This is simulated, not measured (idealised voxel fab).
Herein follows the process module entitled voxel wiring stack.
Square cell edge 5 nm, section width 265 nm, ID cut.
How to read a cross-section here: the picture is a grid of square cells, written as bands going from the top down, and any band can span one or more rows of cells.
Heights first: top, then bottom, in nm. Then materials, left to right, each with a width in nm. "full width" on a single material: fills the band edge to edge. "empty": empty space.
Height datum 0, below which the as-received substrate wafer is one material. Lowest band open at the bottom, running downward: "0 -> down".
So if you see something like "30 to 40" for the width, read it as the top row of the band sitting at the first number and the bottom row at the second, with every row in between moving by the same amount as the last.
"nothing changed" means the step left every cell of the cross-section as it was.
Each empty space that has no open way to the top and spans at least 8 cells appears under "Catalogued sealed voids" as width x height at distance, the distance counted from the left edge, all in nm.
Heads up: the bit after the settings on a step's line is the simulator's remark on that step.
Each step line may optionally specify "overlay nm", which for a step with a mask gives the rightward distance between the mask's planned place and where it lay, a negative value indicating the leftward direction.

## List of planned process steps
step 1: RECEIVE [material Si]
step 2: CONFORMAL_DEP [material SiO2] [thk nm 10]
step 3: CONFORMAL_DEP [material SiCN] [thk nm 5]
step 4: DIRECTIONAL_DEP [material SiO2] [thk nm 20]
step 5: DIRECTIONAL_DEP [material aC] [thk nm 15]
step 6: PATTERN [tone open] [mask id METAL_1] [material resist] [width nm 30] [pitch nm 60] [thk nm 35] [overlay nm 0]
step 7: DIRECTIONAL_ETCH [etch materials aC] [depth nm 15]
step 8: STRIP [etch materials resist]
step 9: DIRECTIONAL_ETCH [etch materials SiO2] [depth nm 20]
step 10: DIRECTIONAL_ETCH [etch materials SiCN] [depth nm 5]
step 11: STRIP [etch materials aC]
step 12: CONFORMAL_DEP [material TiN] [thk nm 5]
step 13: FILL_DEP [material W] [thk nm 5]
step 14: CMP [height nm 35]
step 15: EPI [material Ru] [thk nm 5]
step 16: FILL_DEP [material SiCN] [thk nm 5]
step 17: DIRECTIONAL_DEP [material SiO2] [thk nm 10]
step 18: PATTERN [tone open] [mask id PLUG_1] [material resist] [width nm 15] [pitch nm 60] [thk nm 15] [overlay nm 0]
step 19: DIRECTIONAL_ETCH [etch materials SiO2] [depth nm 10]
step 20: DIRECTIONAL_ETCH [etch materials SiCN] [depth nm 5]
step 21: STRIP [etch materials resist]
step 22: EPI [material Ru] [thk nm 10]
step 23: EPI [material Ru] [thk nm 5]
step 24: DIRECTIONAL_DEP [material TiN] [thk nm 5]
step 25: DIRECTIONAL_DEP [material W] [thk nm 15]
step 26: DIRECTIONAL_DEP [material aC] [thk nm 15]
step 27: PATTERN [tone cover] [mask id METAL_2] [material resist] [width nm 30] [pitch nm 60] [thk nm 30] [overlay nm 0]
step 28: DIRECTIONAL_ETCH [etch materials aC] [depth nm 15]
step 29: STRIP [etch materials resist]
step 30: DIRECTIONAL_ETCH [etch materials W] [depth nm 15]
step 31: DIRECTIONAL_ETCH [etch materials TiN] [depth nm 5]
step 32: STRIP [etch materials aC]
step 33: CONFORMAL_DEP [material SiN] [thk nm 5]
step 34: FILL_DEP [material lowk] [thk nm 5]
step 35: CMP [height nm 75]
step 36: CONFORMAL_DEP [material SiCN] [thk nm 5]

## Received-state cross-section, reflecting completion of step 1
- 0 -> down | Si full width
- Catalogued sealed voids: none

## The first of two wafers, cross-sectioned at the end of the module, with the run proceeding as planned
- 80 -> 75 | SiCN full width
- 75 -> 60 | lowk 50 nm; SiN 5 nm; W 30 nm; SiN 5 nm; lowk 20 nm; SiN 5 nm; W 30 nm; SiN 5 nm; lowk 20 nm; SiN 5 nm; W 30 nm; SiN 5 nm; lowk 55 nm
- 60 -> 55 | SiN 55 nm; TiN 30 nm; SiN 30 nm; TiN 30 nm; SiN 30 nm; TiN 30 nm; SiN 60 nm
- 55 -> 45 | SiO2 55 nm; Ru 15 nm; SiO2 45 nm; Ru 15 nm; SiO2 45 nm; Ru 15 nm; SiO2 75 nm
- 45 -> 35 | SiCN 55 to 50 nm; Ru 15 to 40 nm; SiCN 45 to 20 nm; Ru 15 to 40 nm; SiCN 45 to 20 nm; Ru 15 to 40 nm; SiCN 75 to 55 nm
- 35 -> 15 | SiO2 55 nm; TiN 5 nm; W 20 nm; TiN 5 nm; SiO2 30 nm; TiN 5 nm; W 20 nm; TiN 5 nm; SiO2 30 nm; TiN 5 nm; W 20 nm; TiN 5 nm; SiO2 60 nm
- 15 -> 10 | SiCN 55 nm; TiN 30 nm; SiCN 30 nm; TiN 30 nm; SiCN 30 nm; TiN 30 nm; SiCN 60 nm
- 10 -> 0 | SiO2 full width
- 0 -> down | Si full width
- Catalogued sealed voids: none

## So this is wafer number two of the two, cut at the end of the module - it started where the first did and had the same plan, we just got one thing wrong running it
- 80 -> 75 | SiCN full width
- 75 -> 70 | SiN 55 nm; TiN 30 nm; SiN 30 nm; TiN 30 nm; SiN 30 nm; TiN 30 nm; SiN 60 nm
- 70 -> 55 | W full width
- 55 -> 45 | SiO2 55 nm; Ru 15 nm; SiO2 45 nm; Ru 15 nm; SiO2 45 nm; Ru 15 nm; SiO2 75 nm
- 45 -> 35 | SiCN 55 to 50 nm; Ru 15 to 40 nm; SiCN 45 to 20 nm; Ru 15 to 40 nm; SiCN 45 to 20 nm; Ru 15 to 40 nm; SiCN 75 to 55 nm
- 35 -> 15 | SiO2 55 nm; TiN 5 nm; W 20 nm; TiN 5 nm; SiO2 30 nm; TiN 5 nm; W 20 nm; TiN 5 nm; SiO2 30 nm; TiN 5 nm; W 20 nm; TiN 5 nm; SiO2 60 nm
- 15 -> 10 | SiCN 55 nm; TiN 30 nm; SiCN 30 nm; TiN 30 nm; SiCN 30 nm; TiN 30 nm; SiCN 60 nm
- 10 -> 0 | SiO2 full width
- 0 -> down | Si full width
- Catalogued sealed voids: none
Processing error: transposition of steps 24 and 25 relative to the planned sequence
Final comparison by cell count, materials where the second wafer has more or fewer than the first: SiN -18, W +105, lowk -87
